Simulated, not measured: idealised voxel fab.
The process module that follows is named voxel ribs on slabs.
Displayed cross-section: cut, width of 290 nm, square cells sized 5 nm.
Think of the cross-section as a grid of square cells. We describe it in bands, top to bottom, and each band covers one or more rows of those cells.
The band entry comprises the height of the band's top followed by the height of its bottom, expressed in nm, and subsequently the band's materials from left to right, each stated together with its width in nm. Where a single material is marked with the word "throughout", that material fills the band from edge to edge. The word "blank" represents empty space.
Zero point of the height axis is 0; under it, received wafer = one material. Lowest band: continues down indefinitely, "top 0, no bottom".
Per-row width for "30->40": begins at first number (top row of band), ends at second number (bottom row), increment between rows held constant.
No cell of the cross-section changed in a step that is given as "remained unchanged".
The list in "Entrapped void list" covers empty spaces of 8 cells or more that cannot reach the top through any open way, and it gives each as width x height at distance; the distance is from the left edge, and width, height and distance are in nm.
On a step's line, text after the settings is the simulator commenting on that step.
On any step carrying a mask, the "overlay nm" setting, if present on the step's line, tells how far right of its planned place the mask lay; negative values point to the left.
Process steps (planned)
| 1 | RECEIVE [material Si] |
| 2 | DIRECTIONAL_DEP [material SiO2] [thk nm 25] |
| 3 | DIRECTIONAL_DEP [material polySi] [thk nm 20] |
| 4 | DIRECTIONAL_DEP [material aC] [thk nm 15] |
| 5 | PATTERN [tone cover] [mask id RIB] [material resist] [width nm 15] [thk nm 35] [overlay nm 0] |
| 6 | DIRECTIONAL_ETCH [etch materials aC] [depth nm 15] |
| 7 | STRIP [etch materials resist] |
| 8 | DIRECTIONAL_ETCH [etch materials polySi] [depth nm 5] |
| 9 | STRIP [etch materials aC] |
| 10 | DIRECTIONAL_DEP [material aC] [thk nm 15] |
| 11 | PATTERN [tone cover] [mask id SLAB] [material resist] [width nm 85] [thk nm 30] [overlay nm 0] |
| 12 | DIRECTIONAL_ETCH [etch materials aC] [depth nm 15] |
| 13 | STRIP [etch materials resist] |
| 14 | DIRECTIONAL_ETCH [etch materials polySi] [depth nm 15] |
| 15 | STRIP [etch materials aC] |
| 16 | FILL_DEP [material SiO2] [thk nm 20] |
| 17 | CMP [height nm 55] |
| 18 | DIRECTIONAL_DEP [material TiN] [thk nm 10] |
| 19 | PATTERN [tone cover] [mask id HEATER] [material resist] [width nm 35] [thk nm 20] [overlay nm 0] |
| 20 | DIRECTIONAL_ETCH [etch materials TiN] [depth nm 10] |
| 21 | STRIP [etch materials resist] |
| 22 | CONFORMAL_DEP [material SiO2] [thk nm 10] |
The plan's step 5 width nm is the first wafer's value; the wafers differ in this setting and start identical.
Step 1 complete: as-received cross-section of the first of several wafers
> top 0, no bottom  Si throughout
> Entrapped void list: none
Cross-section, first of several wafers, end of module, after last step 22
> top 75, bottom 65  115 blank / 55 SiO2 / 120 blank
> top 65, bottom 55  125 SiO2 / 35 TiN / 130 SiO2
> top 55, bottom 45  SiO2 throughout
> top 45, bottom 40  135 SiO2 / 15 polySi / 140 SiO2
> top 40, bottom 25  100 SiO2 / 85 polySi / 105 SiO2
> top 25, bottom 0  SiO2 throughout
> top 0, no bottom  Si throughout
> Entrapped void list: none
Last wafer x-sec, end of module
> top 75, bottom 65  115 blank / 55 SiO2 / 120 blank
> top 65, bottom 55  125 SiO2 / 35 TiN / 130 SiO2
> top 55, bottom 45  SiO2 throughout
> top 45, bottom 40  125 SiO2 / 40 polySi / 125 SiO2
> top 40, bottom 25  100 SiO2 / 85 polySi / 105 SiO2
> top 25, bottom 0  SiO2 throughout
> top 0, no bottom  Si throughout
> Entrapped void list: none
Wafer rows, end of module: cells per material gained (+) or lost (-) since receipt; closed voids last
width nm 15, +708 SiO2, +14 TiN, +54 polySi, Entrapped void list: none
width nm 20, +707 SiO2, +14 TiN, +55 polySi, Entrapped void list: none
width nm 25, +706 SiO2, +14 TiN, +56 polySi, Entrapped void list: none
width nm 30, +705 SiO2, +14 TiN, +57 polySi, Entrapped void list: none
width nm 35, +704 SiO2, +14 TiN, +58 polySi, Entrapped void list: none
width nm 40, +703 SiO2, +14 TiN, +59 polySi, Entrapped void list: none
